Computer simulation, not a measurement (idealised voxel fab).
Proc. module: voxel ribs on slabs
Xsec cut, 265 nm wide, square cell size 5 nm.
When this document writes out a cross-section, it uses a grid of square cells and lists it as bands, beginning at the top and moving down, with a band standing for one or more rows of cells. What a band's entry tells you: where the top is and where the bottom is, as heights in nm, and after that what lies inside, material by material from left to right, each with its width in nm. Empty space is written as the word "air", and a single material marked with the word "all across" occupies the band from edge to edge. Height datum 0, below which the as-received substrate wafer is one material. Lowest band open at the bottom, running downward: "0 nm and below". Note: "30 to 40" means the width goes from the first number (top row of the band) to the second number (bottom row) in equal steps per row of cells. "no modification" -> step changed no cross-section cell. If an empty space has no open way to the top and is at least 8 cells in size, "Trapped voids" lists it, written width x height at distance, where distance is measured from the left edge and every value is in nm. Where a step's line continues beyond its settings, the continuation is a remark by the simulator itself on that step. A step's line can hold "overlay nm"; with a mask on that step, the setting says how far right of the planned place the mask lay, while a negative setting says it lay to the left.
So here's the lineup of process steps we planned:
| 1 | RECEIVE [material Si] |
| 2 | DIRECTIONAL_DEP [material SiO2] [thk nm 25] |
| 3 | DIRECTIONAL_DEP [material SiN] [thk nm 20] |
| 4 | MASKED_ETCH [tone cover] [mask id RIB] [width nm 20] [etch materials SiN] [depth nm 15] [overlay nm 0] |
| 5 | PATTERN [tone cover] [mask id SLAB] [material resist] [width nm 60] [thk nm 15] [overlay nm 0] |
| 6 | DIRECTIONAL_ETCH [etch materials SiN] [depth nm 5] |
| 7 | STRIP [etch materials resist] |
| 8 | FILL_DEP [material SiO2] [thk nm 30] |
| 9 | CMP [height nm 65] |
| 10 | DIRECTIONAL_DEP [material W] [thk nm 10] |
| 11 | PATTERN [tone cover] [mask id HEATER] [material resist] [width nm 30] [thk nm 20] [overlay nm 0] |
| 12 | DIRECTIONAL_ETCH [etch materials W] [depth nm 10] |
| 13 | STRIP [etch materials resist] |
| 14 | CONFORMAL_DEP [material SiO2] [thk nm 10] |
First of two wafers: run as planned:
Delivered wafer in cross-section: state after step 1:
- 0 nm and below: Si all across
- Trapped voids: none
After step 2, in cross-section:
- 25 nm to 0 nm: SiO2 all across
- Under the height 0 nothing was changed.
After step 3, in cross-section:
- 45 nm to 25 nm: SiN all across
- Under the height 25 nothing was changed.
After step 4, in cross-section:
- 45 nm to 30 nm: 120 of air; 20 of SiN; 125 of air
- Under the height 30 nothing was changed.
After step 5, in cross-section:
- 60 nm to 45 nm: 100 of air; 60 of resist; 105 of air
- 45 nm to 30 nm: 100 of air; 20 of resist; 20 of SiN; 20 of resist; 105 of air
- Under the height 30 nothing was changed.
After step 6, in cross-section:
- 60 nm to 45 nm: 100 of air; 60 of resist; 105 of air
- 45 nm to 30 nm: 100 of air; 20 of resist; 20 of SiN; 20 of resist; 105 of air
- 30 nm to 25 nm: 100 of air; 60 of SiN; 105 of air
- Under the height 25 nothing was changed.
After step 7, in cross-section:
- 45 nm to 30 nm: 120 of air; 20 of SiN; 125 of air
- Under the height 30 nothing was changed.
After step 8, in cross-section:
- 75 nm to 45 nm: SiO2 all across
- 45 nm to 30 nm: 120 of SiO2; 20 of SiN; 125 of SiO2
- 30 nm to 25 nm: 100 of SiO2; 60 of SiN; 105 of SiO2
- Under the height 25 nothing was changed.
After step 9, in cross-section:
- 65 nm to 45 nm: SiO2 all across
- Under the height 45 nothing was changed.
After step 10, in cross-section:
- 75 nm to 65 nm: W all across
- Under the height 65 nothing was changed.
After step 11, in cross-section:
- 95 nm to 75 nm: 115 of air; 30 of resist; 120 of air
- Under the height 75 nothing was changed.
After step 12, in cross-section:
- 95 nm to 75 nm: 115 of air; 30 of resist; 120 of air
- 75 nm to 65 nm: 115 of air; 30 of W; 120 of air
- Under the height 65 nothing was changed.
After step 13, in cross-section:
- 75 nm to 65 nm: 115 of air; 30 of W; 120 of air
- Under the height 65 nothing was changed.
After step 14, in cross-section:
- 85 nm to 75 nm: 105 of air; 50 of SiO2; 110 of air
- 75 nm to 65 nm: 115 of SiO2; 30 of W; 120 of SiO2
- Under the height 65 nothing was changed.
Second wafer. Start and plan as for the first. One mistake made in running. Agrees with the first up to and including step 13:
At the planned end of step 14, the second wafer in cross-section: no modification
What broke from the plan during processing? step 14 of the plan was omitted and not executed
In the final state, the cell counts of the second wafer exceed or fall short of those of the first for the following materials: SiO2 -114
